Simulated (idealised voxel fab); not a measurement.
process module | voxel air gaps
cross-section cut | 165 nm wide | cells 5 nm
A cross-section is a grid of square cells, given in bands from the top down. A band is one or more rows of cells.
Each band's line starts with the height of the band's top and of its bottom, in nm. Then come its materials from left to right, each with its width in nm. One material with "throughout" fills the band from edge to edge. "air" is empty space.
Height 0 is the level under which the wafer as received is all one material. The lowest band goes on downwards, as in "0 down".
A width such as "30 to 40" changes by the same amount from each row of cells to the next, from the band's top row to its bottom row.
"no change" after a step means that no cell of the cross-section changed.
closed voids: empty space of 8 cells or more with no open way to the top, each as width x height at its distance from the left edge, in nm
after a step's settings: what the simulator itself notes on the step
overlay nm, on a step with a mask: how far to the right of its planned place the mask lay; to the left if negative
plan
1 op RECEIVE | material Si
2 op CONFORMAL_DEP | material SiO2 | thk nm 10
3 op CONFORMAL_DEP | material SiN | thk nm 5
4 op DIRECTIONAL_DEP | material lowk | thk nm 35
5 op PATTERN | tone open | mask id LINES | material resist | width nm 15 | pitch nm 40 | thk nm 15 | overlay nm 0
6 op DIRECTIONAL_ETCH | etch materials lowk | depth nm 35
7 op STRIP | etch materials resist
8 op CONFORMAL_DEP | material TiN | thk nm 5
9 op FILL_DEP | material W | thk nm 5
10 op CMP | height nm 50
11 op EPI | material Ru | thk nm 10
12 op SELECTIVE_ETCH | etch materials lowk | depth nm 45
13 op CONFORMAL_DEP | material SiCN | thk nm 5
as received, after step 1
  0 down: Si throughout
  closed voids: none
first wafer at the end, as planned
  65 to 60: air 20 | SiCN 125 | air 20
  60 to 50: air 20 | SiCN 5 | Ru 35 | SiCN 5 | Ru 35 | SiCN 5 | Ru 35 | SiCN 5 | air 20
  50 to 45: air 20 | SiCN 15 | TiN 5 | W 5 | TiN 5 | SiCN 25 | TiN 5 | W 5 | TiN 5 | SiCN 25 | TiN 5 | W 5 | TiN 5 | SiCN 15 | air 20
  45 to 20: air 30 | SiCN 5 | TiN 5 | W 5 | TiN 5 | SiCN 5 | air 15 | SiCN 5 | TiN 5 | W 5 | TiN 5 | SiCN 5 | air 15 | SiCN 5 | TiN 5 | W 5 | TiN 5 | SiCN 5 | air 30
  20 to 15: SiCN 35 | TiN 15 | SiCN 25 | TiN 15 | SiCN 25 | TiN 15 | SiCN 35
  15 to 10: SiN throughout
  10 to 0: SiO2 throughout
  0 down: Si throughout
  closed voids: 15 x 25 at 55; 15 x 25 at 95
second wafer at the end: like start, like plan, one mistake
  55 to 50: SiCN throughout
  50 to 10: SiN throughout
  10 to 0: SiO2 throughout
  0 down: Si throughout
  closed voids: none
what went wrong: step 4 ran as: op DIRECTIONAL_DEP | material SiN | thk nm 35
at the end the second wafer has, in cells: 42 fewer of Ru | 70 fewer of SiCN | 231 more of SiN | 45 fewer of TiN | 18 fewer of W
closed voids at the end (first wafer, second wafer): 2, 0
